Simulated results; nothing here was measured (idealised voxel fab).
The process module presented herein is designated voxel double patterning.
Cross-section cut: width 280 nm, square cells of 5 nm.
Notation: cross-section as square-cell grid; stated in bands, top first, going down; one or more cell rows per band. First you get the band's top height and its bottom height, in nm, and then the materials it's made of, left to right, with each width in nm. If you see a single material with "edge to edge", that one covers the band edge to edge. "empty" is empty space. Heights are reckoned from 0. Under this level, the received wafer is all of one material. The bottommost band is open-ended downward, for example "0 -> down". Width "30..40": first value at the band's top row of cells, second value at its bottom row, equal change from row to row. Key: "nothing different" - step with no changed cell in the cross-section. Entry "Closed void entries". Content: empty spaces with no open connection to the top, size 8 cells or greater. Each: width x height at distance. Distance: from left edge. Unit: nm. Read whatever lies past the settings on a step's line as the simulator's own remark about the step. A step's line can hold "overlay nm"; with a mask on that step, the setting says how far right of the planned place the mask lay, while a negative setting says it lay to the left.
# Process steps (planned)
step 1: op RECEIVE | material Si
step 2: op CONFORMAL_DEP | material SiO2 | thk nm 5
step 3: op DIRECTIONAL_DEP | material TiN | thk nm 20
step 4: op DIRECTIONAL_DEP | material SiCN | thk nm 5
step 5: op PATTERN | tone open | mask id FIRST | material resist | width nm 15 | pitch nm 50 | thk nm 15 | overlay nm 0
step 6: op DIRECTIONAL_ETCH | etch materials SiCN | depth nm 5
step 7: op STRIP | etch materials resist
step 8: op PATTERN | tone open | mask id SECOND | material resist | width nm 15 | thk nm 15 | overlay nm 0
step 9: op DIRECTIONAL_ETCH | etch materials SiCN | depth nm 5
step 10: op STRIP | etch materials resist
step 11: op DIRECTIONAL_ETCH | etch materials TiN | depth nm 20
step 12: op STRIP | etch materials SiCN
# First wafer of two (run as planned)
# Cross-sectional view of the wafer in its as-received condition, corresponding to the state after step 1
    0 -> down = Si edge to edge
    Closed void entries: none
# Cross-sectional representation of the wafer at the conclusion of step 2
    5 -> 0 = SiO2 edge to edge
    Heights below 0 show no change.
# Cross-sectional representation of the wafer at the conclusion of step 3
    25 -> 5 = TiN edge to edge
    Heights below 5 show no change.
# Cross-sectional representation of the wafer at the conclusion of step 4
    30 -> 25 = SiCN edge to edge
    Heights below 25 show no change.
# Cross-sectional representation of the wafer at the conclusion of step 5
    45 -> 30 = resist (105), then empty (15), then resist (35), then empty (15), then resist (110)
    Heights below 30 show no change.
# Cross-sectional representation of the wafer at the conclusion of step 6
    45 -> 30 = resist (105), then empty (15), then resist (35), then empty (15), then resist (110)
    30 -> 25 = SiCN (105), then empty (15), then SiCN (35), then empty (15), then SiCN (110)
    Heights below 25 show no change.
# Cross-sectional representation of the wafer at the conclusion of step 7
    30 -> 25 = SiCN (105), then empty (15), then SiCN (35), then empty (15), then SiCN (110)
    Heights below 25 show no change.
# Cross-sectional representation of the wafer at the conclusion of step 8
    45 -> 30 = resist (130), then empty (15), then resist (135)
    30 -> 25 = SiCN (105), then resist (15), then SiCN (35), then resist (15), then SiCN (110)
    Heights below 25 show no change.
# Cross-sectional representation of the wafer at the conclusion of step 9
    45 -> 30 = resist (130), then empty (15), then resist (135)
    30 -> 25 = SiCN (105), then resist (15), then SiCN (10), then empty (15), then SiCN (10), then resist (15), then SiCN (110)
    Heights below 25 show no change.
# Cross-sectional representation of the wafer at the conclusion of step 10
    30 -> 25 = SiCN (105), then empty (15), then SiCN (10), then empty (15), then SiCN (10), then empty (15), then SiCN (110)
    Heights below 25 show no change.
# Cross-sectional representation of the wafer at the conclusion of step 11
    30 -> 25 = SiCN (105), then empty (15), then SiCN (10), then empty (15), then SiCN (10), then empty (15), then SiCN (110)
    25 -> 5 = TiN (105), then empty (15), then TiN (10), then empty (15), then TiN (10), then empty (15), then TiN (110)
    Heights below 5 show no change.
# Cross-sectional representation of the wafer at the conclusion of step 12
    25 -> 5 = TiN (105), then empty (15), then TiN (10), then empty (15), then TiN (10), then empty (15), then TiN (110)
    Heights below 5 show no change.
# Second wafer - shared start and plan with the first - one error in running - same as the first up to step 4 inclusive
# Cross-sectional view of the second wafer at the intended end time of process step 5
    45 -> 30 = empty (105), then resist (15), then empty (35), then resist (15), then empty (110)
    Heights below 30 show no change.
# Cross-sectional view of the second wafer at the intended end time of process step 6
    45 -> 30 = empty (105), then resist (15), then empty (35), then resist (15), then empty (110)
    30 -> 25 = empty (105), then SiCN (15), then empty (35), then SiCN (15), then empty (110)
    Heights below 25 show no change.
# Cross-sectional view of the second wafer at the intended end time of process step 7
    30 -> 25 = empty (105), then SiCN (15), then empty (35), then SiCN (15), then empty (110)
    Heights below 25 show no change.
# Cross-sectional view of the second wafer at the intended end time of process step 8
    45 -> 30 = resist (130), then empty (15), then resist (135)
    30 -> 25 = resist (105), then SiCN (15), then resist (10), then empty (15), then resist (10), then SiCN (15), then resist (110)
    Heights below 25 show no change.
Cross-sectional view of the second wafer at the intended end time of process step 9: nothing different
# Cross-sectional view of the second wafer at the intended end time of process step 10
    30 -> 25 = empty (105), then SiCN (15), then empty (35), then SiCN (15), then empty (110)
    Heights below 25 show no change.
# Cross-sectional view of the second wafer at the intended end time of process step 11
    30 -> 25 = empty (105), then SiCN (15), then empty (35), then SiCN (15), then empty (110)
    25 -> 5 = empty (105), then TiN (15), then empty (35), then TiN (15), then empty (110)
    Heights below 5 show no change.
# Cross-sectional view of the second wafer at the intended end time of process step 12
    25 -> 5 = empty (105), then TiN (15), then empty (35), then TiN (15), then empty (110)
    Heights below 5 show no change.
Heads up, the wafer didn't run the way we planned it: step 5 went in with a setting other than planned; the actual run was op PATTERN | tone cover | mask id FIRST | material resist | width nm 15 | pitch nm 50 | thk nm 15 | overlay nm 0
Per the end-of-run cell counts, the second wafer holds more or fewer of some materials than the first: -164 TiN
